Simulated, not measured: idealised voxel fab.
Process module under the name voxel ribs on slabs
The figure presents cross-section cut, which has a width of 235 nm and is divided into square cells with an edge length of 5 nm.
Bands, listed from the top down, are how a cross-section gets written in this document; the cross-section itself is a grid of square cells, and a band is one or more rows of them. Read a band's entry like this: the first values are the height of its top and the height of its bottom in nm, and what follows is the sequence of materials from left to right, each with its width in nm. Note that "air" is empty space, and that a single material marked "full width" reaches across the band from edge to edge. Height datum 0, below which the as-received substrate wafer is one material. Lowest band open at the bottom, running downward: "0..down". Width spec "30 to 40" -> top row of cells at first value, bottom row at second value, equal per-row change in between. Basically "no change occurred" means that step didn't change any cell in the cross-section. This entry, "Closed internal cavities", enumerates those empty regions of no fewer than 8 cells that possess no open connection to the top. Each region is reported in the form width x height at distance, the distance being taken from the left edge, with all three quantities expressed in nm. Post-settings text on a step line: simulator's own remark regarding the step. overlay nm: mask offset rightward from planned place, masked step; negative means leftward offset.

Plan:
1. RECEIVE with material Si
2. DIRECTIONAL_DEP with material SiO2, thk nm 30
3. DIRECTIONAL_DEP with material SiN, thk nm 20
4. PATTERN with tone cover, mask id RIB, material resist, width nm 25, thk nm 20, overlay nm 0
5. DIRECTIONAL_ETCH with etch materials SiN, depth nm 15
6. STRIP with etch materials resist
7. DIRECTIONAL_DEP with material aC, thk nm 15
8. PATTERN with tone cover, mask id SLAB, material resist, width nm 65, thk nm 35, overlay nm 0
9. DIRECTIONAL_ETCH with etch materials aC, depth nm 15
10. STRIP with etch materials resist
11. DIRECTIONAL_ETCH with etch materials SiN, depth nm 5
12. STRIP with etch materials aC
13. FILL_DEP with material SiO2, thk nm 25
14. CMP with height nm 65
15. DIRECTIONAL_DEP with material W, thk nm 5
16. MASKED_ETCH with tone cover, mask id HEATER, width nm 35, etch materials W, depth nm 5, overlay nm 0
17. CONFORMAL_DEP with material SiO2, thk nm 5

Here's what the wafer looked like in cross-section when it arrived - that's after step 1:
> 0..down  Si full width
> Closed internal cavities: none

First wafer of two, sectioned at end of module; run went per plan:
> 75..70  95 of air; 45 of SiO2; 95 of air
> 70..65  100 of SiO2; 35 of W; 100 of SiO2
> 65..50  SiO2 full width
> 50..35  105 of SiO2; 25 of SiN; 105 of SiO2
> 35..30  85 of SiO2; 65 of SiN; 85 of SiO2
> 30..0  SiO2 full width
> 0..down  Si full width
> Closed internal cavities: none

So this is wafer number two of the two, cut at the end of the module - it started where the first did and had the same plan, we just got one thing wrong running it:
> 75..50  SiO2 full width
> 50..35  105 of SiO2; 25 of SiN; 105 of SiO2
> 35..30  85 of SiO2; 65 of SiN; 85 of SiO2
> 30..0  SiO2 full width
> 0..down  Si full width
> Closed internal cavities: none
what went wrong: step 15 ran as: DIRECTIONAL_DEP with material SiO2, thk nm 5
The second wafer ends with more or fewer cells of some materials than the first, per final count: SiO2 +45; W -7
